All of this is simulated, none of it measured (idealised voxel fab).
This section sets out a process module, namely voxel self aligned vias.
The cross-section shown here is cut; it is 225 nm wide and divided into square cells measuring 5 nm on a side.
Heads up, the way a cross-section reads in here is a grid of square cells, handed over as bands from the top down, with every band being one or more rows of cells. The entry gives the band's vertical extent as a top height and a bottom height in nm, then its horizontal make-up as materials from left to right, each with a width in nm. "air" stands for empty space; a single material marked "full width" fills the band edge to edge. Measure heights from 0. That's the level where, below it, the as-received wafer is all one material. The lowest band is bottomless and extends downward; write it as in "0 nm and below". A width given as "30..40" starts at the first number in the band's top row and ends at the second number in its bottom row, shifting by an equal amount at every step from row to row. The designation "remains unaltered", where it is given for a processing step, indicates that no cell of the cross-section was altered in the course of that step. "Completely enclosed voids" - sealed voids, min. 8 cells, no opening to top; format: width x height at distance (distance from left edge; nm throughout). Text after the settings on a step's line: the simulator's own remark on that step. overlay nm: step with mask; distance mask lay right of planned place; negative value = left of planned place.

THE FOLLOWING LIST GIVES THE PLANNED PROCESS STEPS
1,RECEIVE,material Si
2,CONFORMAL_DEP,material SiO2,thk nm 15
3,CONFORMAL_DEP,material SiCN,thk nm 5
4,DIRECTIONAL_DEP,material lowk,thk nm 20
5,PATTERN,tone open,mask id LINES,material resist,width nm 20,pitch nm 65,thk nm 15,overlay nm 0
6,DIRECTIONAL_ETCH,etch materials lowk,depth nm 20
7,STRIP,etch materials resist
8,CONFORMAL_DEP,material TiN,thk nm 5
9,FILL_DEP,material Ru,thk nm 5
10,CMP,height nm 40
11,SELECTIVE_ETCH,etch materials W Ru TiN,depth nm 5
12,FILL_DEP,material SiN,thk nm 10
13,CMP,height nm 40
14,DIRECTIONAL_DEP,material lowk,thk nm 15
15,DIRECTIONAL_DEP,material aC,thk nm 15
16,PATTERN,tone open,mask id VIAS,material resist,width nm 40,pitch nm 65,thk nm 35,overlay nm 0
17,DIRECTIONAL_ETCH,etch materials aC,depth nm 15
18,STRIP,etch materials resist
19,DIRECTIONAL_ETCH,etch materials lowk,depth nm 15
20,DIRECTIONAL_ETCH,etch materials SiN,depth nm 5
21,STRIP,etch materials aC
22,CONFORMAL_DEP,material TiN,thk nm 5
23,FILL_DEP,material W,thk nm 5
24,CMP,height nm 55
25,CONFORMAL_DEP,material SiCN,thk nm 5

THE FIRST OF A SET OF TWO WAFERS, RUN TO PLAN

CROSS-SECTION: WAFER ON ARRIVAL = AFTER STEP 1
    0 nm and below | Si full width
    Completely enclosed voids: none

AFTER STEP 2
    15 nm to 0 nm | SiO2 full width
    Everything under 0 stays put, no change at all.

AFTER STEP 3
    20 nm to 15 nm | SiCN full width
    Everything under 15 stays put, no change at all.

AFTER STEP 4
    40 nm to 20 nm | lowk full width
    Everything under 20 stays put, no change at all.

AFTER STEP 5
    55 nm to 40 nm | 35 of resist, 20 of air, 45 of resist, 20 of air, 45 of resist, 20 of air, 40 of resist
    Everything under 40 stays put, no change at all.

AFTER STEP 6
    55 nm to 40 nm | 35 of resist, 20 of air, 45 of resist, 20 of air, 45 of resist, 20 of air, 40 of resist
    40 nm to 20 nm | 35 of lowk, 20 of air, 45 of lowk, 20 of air, 45 of lowk, 20 of air, 40 of lowk
    Everything under 20 stays put, no change at all.

AFTER STEP 7
    40 nm to 20 nm | 35 of lowk, 20 of air, 45 of lowk, 20 of air, 45 of lowk, 20 of air, 40 of lowk
    Everything under 20 stays put, no change at all.

AFTER STEP 8
    45 nm to 40 nm | 40 of TiN, 10 of air, 55 of TiN, 10 of air, 55 of TiN, 10 of air, 45 of TiN
    40 nm to 25 nm | 35 of lowk, 5 of TiN, 10 of air, 5 of TiN, 45 of lowk, 5 of TiN, 10 of air, 5 of TiN, 45 of lowk, 5 of TiN, 10 of air, 5 of TiN, 40 of lowk
    25 nm to 20 nm | 35 of lowk, 20 of TiN, 45 of lowk, 20 of TiN, 45 of lowk, 20 of TiN, 40 of lowk
    Everything under 20 stays put, no change at all.

AFTER STEP 9
    50 nm to 45 nm | Ru full width
    45 nm to 40 nm | 40 of TiN, 10 of Ru, 55 of TiN, 10 of Ru, 55 of TiN, 10 of Ru, 45 of TiN
    40 nm to 25 nm | 35 of lowk, 5 of TiN, 10 of Ru, 5 of TiN, 45 of lowk, 5 of TiN, 10 of Ru, 5 of TiN, 45 of lowk, 5 of TiN, 10 of Ru, 5 of TiN, 40 of lowk
    Everything under 25 stays put, no change at all.

AFTER STEP 10
    40 nm to 25 nm | 35 of lowk, 5 of TiN, 10 of Ru, 5 of TiN, 45 of lowk, 5 of TiN, 10 of Ru, 5 of TiN, 45 of lowk, 5 of TiN, 10 of Ru, 5 of TiN, 40 of lowk
    Everything under 25 stays put, no change at all.

AFTER STEP 11
    40 nm to 35 nm | 35 of lowk, 20 of air, 45 of lowk, 20 of air, 45 of lowk, 20 of air, 40 of lowk
    Everything under 35 stays put, no change at all.

AFTER STEP 12
    50 nm to 40 nm | SiN full width
    40 nm to 35 nm | 35 of lowk, 20 of SiN, 45 of lowk, 20 of SiN, 45 of lowk, 20 of SiN, 40 of lowk
    Everything under 35 stays put, no change at all.

AFTER STEP 13
    40 nm to 35 nm | 35 of lowk, 20 of SiN, 45 of lowk, 20 of SiN, 45 of lowk, 20 of SiN, 40 of lowk
    Everything under 35 stays put, no change at all.

AFTER STEP 14
    55 nm to 40 nm | lowk full width
    Everything under 40 stays put, no change at all.

AFTER STEP 15
    70 nm to 55 nm | aC full width
    Everything under 55 stays put, no change at all.

AFTER STEP 16
    105 nm to 70 nm | 25 of resist, 40 of air, 25 of resist, 40 of air, 25 of resist, 40 of air, 30 of resist
    Everything under 70 stays put, no change at all.

AFTER STEP 17
    90 nm to 70 nm | 25 of resist, 40 of air, 25 of resist, 40 of air, 25 of resist, 40 of air, 30 of resist
    70 nm to 55 nm | 25 of aC, 40 of air, 25 of aC, 40 of air, 25 of aC, 40 of air, 30 of aC
    Everything under 55 stays put, no change at all.

AFTER STEP 18
    70 nm to 55 nm | 25 of aC, 40 of air, 25 of aC, 40 of air, 25 of aC, 40 of air, 30 of aC
    Everything under 55 stays put, no change at all.

AFTER STEP 19
    70 nm to 55 nm | 25 of aC, 40 of air, 25 of aC, 40 of air, 25 of aC, 40 of air, 30 of aC
    55 nm to 40 nm | 25 of lowk, 40 of air, 25 of lowk, 40 of air, 25 of lowk, 40 of air, 30 of lowk
    Everything under 40 stays put, no change at all.

AFTER STEP 20
    70 nm to 55 nm | 25 of aC, 40 of air, 25 of aC, 40 of air, 25 of aC, 40 of air, 30 of aC
    55 nm to 40 nm | 25 of lowk, 40 of air, 25 of lowk, 40 of air, 25 of lowk, 40 of air, 30 of lowk
    40 nm to 35 nm | 35 of lowk, 20 of air, 45 of lowk, 20 of air, 45 of lowk, 20 of air, 40 of lowk
    Everything under 35 stays put, no change at all.

AFTER STEP 21
    55 nm to 40 nm | 25 of lowk, 40 of air, 25 of lowk, 40 of air, 25 of lowk, 40 of air, 30 of lowk
    Everything under 40 stays put, no change at all.

AFTER STEP 22
    60 nm to 55 nm | 30 of TiN, 30 of air, 35 of TiN, 30 of air, 35 of TiN, 30 of air, 35 of TiN
    55 nm to 45 nm | 25 of lowk, 5 of TiN, 30 of air, 5 of TiN, 25 of lowk, 5 of TiN, 30 of air, 5 of TiN, 25 of lowk, 5 of TiN, 30 of air, 5 of TiN, 30 of lowk
    45 nm to 40 nm | 25 of lowk, 15 of TiN, 10 of air, 15 of TiN, 25 of lowk, 15 of TiN, 10 of air, 15 of TiN, 25 of lowk, 15 of TiN, 10 of air, 15 of TiN, 30 of lowk
    40 nm to 35 nm | 35 of lowk, 20 of TiN, 45 of lowk, 20 of TiN, 45 of lowk, 20 of TiN, 40 of lowk
    Everything under 35 stays put, no change at all.

AFTER STEP 23
    65 nm to 60 nm | W full width
    60 nm to 55 nm | 30 of TiN, 30 of W, 35 of TiN, 30 of W, 35 of TiN, 30 of W, 35 of TiN
    55 nm to 45 nm | 25 of lowk, 5 of TiN, 30 of W, 5 of TiN, 25 of lowk, 5 of TiN, 30 of W, 5 of TiN, 25 of lowk, 5 of TiN, 30 of W, 5 of TiN, 30 of lowk
    45 nm to 40 nm | 25 of lowk, 15 of TiN, 10 of W, 15 of TiN, 25 of lowk, 15 of TiN, 10 of W, 15 of TiN, 25 of lowk, 15 of TiN, 10 of W, 15 of TiN, 30 of lowk
    Everything under 40 stays put, no change at all.

AFTER STEP 24
    55 nm to 45 nm | 25 of lowk, 5 of TiN, 30 of W, 5 of TiN, 25 of lowk, 5 of TiN, 30 of W, 5 of TiN, 25 of lowk, 5 of TiN, 30 of W, 5 of TiN, 30 of lowk
    Everything under 45 stays put, no change at all.

AFTER STEP 25
    60 nm to 55 nm | SiCN full width
    Everything under 55 stays put, no change at all.

THE SECOND WAFER BEGAN EXACTLY AS THE FIRST DID AND FOLLOWED THE SAME PLAN, BUT ONE MISTAKE WAS MADE WHILE RUNNING IT; THROUGH STEP 4 INCLUSIVE, THE TWO WAFERS ARE IDENTICAL

SECOND WAFER PROFILE IN SECTION, AT THE MOMENT STEP 5 OF THE PLAN WAS MEANT TO BE COMPLETE
    55 nm to 40 nm | 40 of resist, 15 of air, 50 of resist, 15 of air, 50 of resist, 15 of air, 40 of resist
    Everything under 40 stays put, no change at all.

SECOND WAFER PROFILE IN SECTION, AT THE MOMENT STEP 6 OF THE PLAN WAS MEANT TO BE COMPLETE
    55 nm to 40 nm | 40 of resist, 15 of air, 50 of resist, 15 of air, 50 of resist, 15 of air, 40 of resist
    40 nm to 20 nm | 40 of lowk, 15 of air, 50 of lowk, 15 of air, 50 of lowk, 15 of air, 40 of lowk
    Everything under 20 stays put, no change at all.

SECOND WAFER PROFILE IN SECTION, AT THE MOMENT STEP 7 OF THE PLAN WAS MEANT TO BE COMPLETE
    40 nm to 20 nm | 40 of lowk, 15 of air, 50 of lowk, 15 of air, 50 of lowk, 15 of air, 40 of lowk
    Everything under 20 stays put, no change at all.

SECOND WAFER PROFILE IN SECTION, AT THE MOMENT STEP 8 OF THE PLAN WAS MEANT TO BE COMPLETE
    45 nm to 40 nm | 45 of TiN, 5 of air, 60 of TiN, 5 of air, 60 of TiN, 5 of air, 45 of TiN
    40 nm to 25 nm | 40 of lowk, 5 of TiN, 5 of air, 5 of TiN, 50 of lowk, 5 of TiN, 5 of air, 5 of TiN, 50 of lowk, 5 of TiN, 5 of air, 5 of TiN, 40 of lowk
    25 nm to 20 nm | 40 of lowk, 15 of TiN, 50 of lowk, 15 of TiN, 50 of lowk, 15 of TiN, 40 of lowk
    Everything under 20 stays put, no change at all.

SECOND WAFER PROFILE IN SECTION, AT THE MOMENT STEP 9 OF THE PLAN WAS MEANT TO BE COMPLETE
    50 nm to 45 nm | Ru full width
    45 nm to 40 nm | 45 of TiN, 5 of Ru, 60 of TiN, 5 of Ru, 60 of TiN, 5 of Ru, 45 of TiN
    40 nm to 25 nm | 40 of lowk, 5 of TiN, 5 of Ru, 5 of TiN, 50 of lowk, 5 of TiN, 5 of Ru, 5 of TiN, 50 of lowk, 5 of TiN, 5 of Ru, 5 of TiN, 40 of lowk
    Everything under 25 stays put, no change at all.

SECOND WAFER PROFILE IN SECTION, AT THE MOMENT STEP 10 OF THE PLAN WAS MEANT TO BE COMPLETE
    40 nm to 25 nm | 40 of lowk, 5 of TiN, 5 of Ru, 5 of TiN, 50 of lowk, 5 of TiN, 5 of Ru, 5 of TiN, 50 of lowk, 5 of TiN, 5 of Ru, 5 of TiN, 40 of lowk
    Everything under 25 stays put, no change at all.

SECOND WAFER PROFILE IN SECTION, AT THE MOMENT STEP 11 OF THE PLAN WAS MEANT TO BE COMPLETE
    40 nm to 35 nm | 40 of lowk, 15 of air, 50 of lowk, 15 of air, 50 of lowk, 15 of air, 40 of lowk
    Everything under 35 stays put, no change at all.

SECOND WAFER PROFILE IN SECTION, AT THE MOMENT STEP 12 OF THE PLAN WAS MEANT TO BE COMPLETE
    50 nm to 40 nm | SiN full width
    40 nm to 35 nm | 40 of lowk, 15 of SiN, 50 of lowk, 15 of SiN, 50 of lowk, 15 of SiN, 40 of lowk
    Everything under 35 stays put, no change at all.

SECOND WAFER PROFILE IN SECTION, AT THE MOMENT STEP 13 OF THE PLAN WAS MEANT TO BE COMPLETE
    40 nm to 35 nm | 40 of lowk, 15 of SiN, 50 of lowk, 15 of SiN, 50 of lowk, 15 of SiN, 40 of lowk
    Everything under 35 stays put, no change at all.

SECOND WAFER PROFILE IN SECTION, AT THE MOMENT STEP 14 OF THE PLAN WAS MEANT TO BE COMPLETE
    55 nm to 40 nm | lowk full width
    Everything under 40 stays put, no change at all.

SECOND WAFER PROFILE IN SECTION, AT THE MOMENT STEP 15 OF THE PLAN WAS MEANT TO BE COMPLETE
    70 nm to 55 nm | aC full width
    Everything under 55 stays put, no change at all.

SECOND WAFER PROFILE IN SECTION, AT THE MOMENT STEP 16 OF THE PLAN WAS MEANT TO BE COMPLETE
    105 nm to 70 nm | 25 of resist, 40 of air, 25 of resist, 40 of air, 25 of resist, 40 of air, 30 of resist
    Everything under 70 stays put, no change at all.

SECOND WAFER PROFILE IN SECTION, AT THE MOMENT STEP 17 OF THE PLAN WAS MEANT TO BE COMPLETE
    90 nm to 70 nm | 25 of resist, 40 of air, 25 of resist, 40 of air, 25 of resist, 40 of air, 30 of resist
    70 nm to 55 nm | 25 of aC, 40 of air, 25 of aC, 40 of air, 25 of aC, 40 of air, 30 of aC
    Everything under 55 stays put, no change at all.

SECOND WAFER PROFILE IN SECTION, AT THE MOMENT STEP 18 OF THE PLAN WAS MEANT TO BE COMPLETE
    70 nm to 55 nm | 25 of aC, 40 of air, 25 of aC, 40 of air, 25 of aC, 40 of air, 30 of aC
    Everything under 55 stays put, no change at all.

SECOND WAFER PROFILE IN SECTION, AT THE MOMENT STEP 19 OF THE PLAN WAS MEANT TO BE COMPLETE
    70 nm to 55 nm | 25 of aC, 40 of air, 25 of aC, 40 of air, 25 of aC, 40 of air, 30 of aC
    55 nm to 40 nm | 25 of lowk, 40 of air, 25 of lowk, 40 of air, 25 of lowk, 40 of air, 30 of lowk
    Everything under 40 stays put, no change at all.

SECOND WAFER PROFILE IN SECTION, AT THE MOMENT STEP 20 OF THE PLAN WAS MEANT TO BE COMPLETE
    70 nm to 55 nm | 25 of aC, 40 of air, 25 of aC, 40 of air, 25 of aC, 40 of air, 30 of aC
    55 nm to 40 nm | 25 of lowk, 40 of air, 25 of lowk, 40 of air, 25 of lowk, 40 of air, 30 of lowk
    40 nm to 35 nm | 40 of lowk, 15 of air, 50 of lowk, 15 of air, 50 of lowk, 15 of air, 40 of lowk
    Everything under 35 stays put, no change at all.

SECOND WAFER PROFILE IN SECTION, AT THE MOMENT STEP 21 OF THE PLAN WAS MEANT TO BE COMPLETE
    55 nm to 40 nm | 25 of lowk, 40 of air, 25 of lowk, 40 of air, 25 of lowk, 40 of air, 30 of lowk
    Everything under 40 stays put, no change at all.

SECOND WAFER PROFILE IN SECTION, AT THE MOMENT STEP 22 OF THE PLAN WAS MEANT TO BE COMPLETE
    60 nm to 55 nm | 30 of TiN, 30 of air, 35 of TiN, 30 of air, 35 of TiN, 30 of air, 35 of TiN
    55 nm to 45 nm | 25 of lowk, 5 of TiN, 30 of air, 5 of TiN, 25 of lowk, 5 of TiN, 30 of air, 5 of TiN, 25 of lowk, 5 of TiN, 30 of air, 5 of TiN, 30 of lowk
    45 nm to 40 nm | 25 of lowk, 20 of TiN, 5 of air, 15 of TiN, 25 of lowk, 20 of TiN, 5 of air, 15 of TiN, 25 of lowk, 20 of TiN, 5 of air, 15 of TiN, 30 of lowk
    40 nm to 35 nm | 40 of lowk, 15 of TiN, 50 of lowk, 15 of TiN, 50 of lowk, 15 of TiN, 40 of lowk
    Everything under 35 stays put, no change at all.

SECOND WAFER PROFILE IN SECTION, AT THE MOMENT STEP 23 OF THE PLAN WAS MEANT TO BE COMPLETE
    65 nm to 60 nm | W full width
    60 nm to 55 nm | 30 of TiN, 30 of W, 35 of TiN, 30 of W, 35 of TiN, 30 of W, 35 of TiN
    55 nm to 45 nm | 25 of lowk, 5 of TiN, 30 of W, 5 of TiN, 25 of lowk, 5 of TiN, 30 of W, 5 of TiN, 25 of lowk, 5 of TiN, 30 of W, 5 of TiN, 30 of lowk
    45 nm to 40 nm | 25 of lowk, 20 of TiN, 5 of W, 15 of TiN, 25 of lowk, 20 of TiN, 5 of W, 15 of TiN, 25 of lowk, 20 of TiN, 5 of W, 15 of TiN, 30 of lowk
    Everything under 40 stays put, no change at all.

SECOND WAFER PROFILE IN SECTION, AT THE MOMENT STEP 24 OF THE PLAN WAS MEANT TO BE COMPLETE
    55 nm to 45 nm | 25 of lowk, 5 of TiN, 30 of W, 5 of TiN, 25 of lowk, 5 of TiN, 30 of W, 5 of TiN, 25 of lowk, 5 of TiN, 30 of W, 5 of TiN, 30 of lowk
    Everything under 45 stays put, no change at all.

SECOND WAFER PROFILE IN SECTION, AT THE MOMENT STEP 25 OF THE PLAN WAS MEANT TO BE COMPLETE
    60 nm to 55 nm | SiCN full width
    Everything under 55 stays put, no change at all.
what went wrong: step 5 was processed under conditions differing from the plan, specifically as PATTERN,tone open,mask id LINES,material resist,width nm 15,pitch nm 65,thk nm 15,overlay nm 0
Final wafer comparison in cells, second versus first, more or fewer per material: Ru -6; TiN -3; W -3; lowk +12
